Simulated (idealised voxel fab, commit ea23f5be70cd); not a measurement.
Module name: voxel released beams (process module)
Displayed cross-section: cut, width of 295 nm, square cells sized 5 nm.
We lay out every cross-section as a grid of square cells and spell it out in bands from the top down, where one band means one or more rows of cells. It is stipulated that each band's entry specify, in nanometres, the height of the top of the band and then that of its bottom, followed by the materials of the band in left-to-right sequence, each together with its width in nanometres. A single material marked by the word "edge to edge" is understood to fill the band from edge to edge; the word "air" is understood to denote empty space. Heights from 0 (as-received wafer is one material below). Bottom band endless downward, as "from 0 down". Think of "30..40" as a width that walks from the first number to the second as you go down the band, top row to bottom row, taking equal-sized steps from row to row. Key: "nothing got changed" - step with no changed cell in the cross-section. Under "Unvented cavities" you'll find the enclosed gaps, the ones with no way out to the top, that are 8 cells or bigger; each reads width x height at distance, with distance counted from the left edge, everything in nm. Where a step's line continues beyond its settings, the continuation is a remark by the simulator itself on that step. The setting "overlay nm" may be written on the line of a step. When the step uses a mask, the value reports how far to the right of the planned place the mask lay, and a negative value reports that it lay to the left.
Intended process steps
1: RECEIVE,material Si
2: CONFORMAL_DEP,material SiN,thk nm 5
3: DIRECTIONAL_DEP,material SiO2,thk nm 15
4: PATTERN,tone open,mask id ANCHOR,material resist,width nm 35,thk nm 15,overlay nm 0
5: DIRECTIONAL_ETCH,etch materials SiO2,depth nm 15
6: STRIP,etch materials resist
7: CONFORMAL_DEP,material polySi,thk nm 15
8: DIRECTIONAL_DEP,material aC,thk nm 15
9: PATTERN,tone cover,mask id BEAM,material resist,width nm 110,thk nm 35,overlay nm 0
10: DIRECTIONAL_ETCH,etch materials aC,depth nm 15
11: STRIP,etch materials resist
12: DIRECTIONAL_ETCH,etch materials polySi,depth nm 15
13: STRIP,etch materials aC
14: STRIP,etch materials SiO2
The following pertains to the first of two wafers, which was processed as planned
As received (post step 1): cross-section
* from 0 down | Si edge to edge
* Unvented cavities: none
The wafer in cross-section once step 2 is complete
* from 5 to 0 | SiN edge to edge
* Unchanged below 0.
The wafer in cross-section once step 3 is complete
* from 20 to 5 | SiO2 edge to edge
* Unchanged below 5.
The wafer in cross-section once step 4 is complete
* from 35 to 20 | resist (95), air (35), resist (165)
* Unchanged below 20.
The wafer in cross-section once step 5 is complete
* from 35 to 20 | resist (95), air (35), resist (165)
* from 20 to 5 | SiO2 (95), air (35), SiO2 (165)
* Unchanged below 5.
The wafer in cross-section once step 6 is complete
* from 20 to 5 | SiO2 (95), air (35), SiO2 (165)
* Unchanged below 5.
The wafer in cross-section once step 7 is complete
* from 35 to 20 | polySi (110), air (5), polySi (180)
* from 20 to 5 | SiO2 (95), polySi (35), SiO2 (165)
* Unchanged below 5.
The wafer in cross-section once step 8 is complete
* from 50 to 35 | aC (110), air (5), aC (180)
* from 35 to 20 | polySi (110), aC (5), polySi (180)
* Unchanged below 20.
The wafer in cross-section once step 9 is complete
* from 85 to 50 | air (90), resist (110), air (95)
* from 50 to 35 | aC (110), resist (5), aC (180)
* Unchanged below 35.
The wafer in cross-section once step 10 is complete
* from 70 to 50 | air (90), resist (110), air (95)
* from 50 to 35 | air (90), aC (20), resist (5), aC (85), air (95)
* Unchanged below 35.
The wafer in cross-section once step 11 is complete
* from 50 to 35 | air (90), aC (20), air (5), aC (85), air (95)
* Unchanged below 35.
The wafer in cross-section once step 12 is complete
* from 50 to 35 | air (90), aC (20), air (5), aC (85), air (95)
* from 35 to 20 | air (90), polySi (20), aC (5), polySi (85), air (95)
* Unchanged below 20.
The wafer in cross-section once step 13 is complete
* from 35 to 20 | air (90), polySi (20), air (5), polySi (85), air (95)
* Unchanged below 20.
The wafer in cross-section once step 14 is complete
* from 35 to 20 | air (90), polySi (20), air (5), polySi (85), air (95)
* from 20 to 5 | air (95), polySi (35), air (165)
* Unchanged below 5.
The second wafer began exactly as the first did and followed the same plan, but one mistake was made while running it; through step 8 inclusive, the two wafers are identical
Second wafer cross-section, taken as of the time the plan sets for step 9 to be done
* from 85 to 50 | air (95), resist (105), air (95)
* from 50 to 35 | aC (110), resist (5), aC (180)
* Unchanged below 35.
Second wafer cross-section, taken as of the time the plan sets for step 10 to be done
* from 70 to 50 | air (95), resist (105), air (95)
* from 50 to 35 | air (95), aC (15), resist (5), aC (85), air (95)
* Unchanged below 35.
Second wafer cross-section, taken as of the time the plan sets for step 11 to be done
* from 50 to 35 | air (95), aC (15), air (5), aC (85), air (95)
* Unchanged below 35.
Second wafer cross-section, taken as of the time the plan sets for step 12 to be done
* from 50 to 35 | air (95), aC (15), air (5), aC (85), air (95)
* from 35 to 20 | air (95), polySi (15), aC (5), polySi (85), air (95)
* Unchanged below 20.
Second wafer cross-section, taken as of the time the plan sets for step 13 to be done
* from 35 to 20 | air (95), polySi (15), air (5), polySi (85), air (95)
* Unchanged below 20.
Second wafer cross-section, taken as of the time the plan sets for step 14 to be done
* from 35 to 20 | air (95), polySi (15), air (5), polySi (85), air (95)
* from 20 to 5 | air (95), polySi (35), air (165)
* Unchanged below 5.
Deviation noted in wafer processing: step 9 was processed under conditions differing from the plan, specifically as PATTERN,tone cover,mask id BEAM,material resist,width nm 105,thk nm 35,overlay nm 0
Bottom line after processing is that, in cells, the second wafer is up or down on some materials versus the first: 3 fewer of polySi
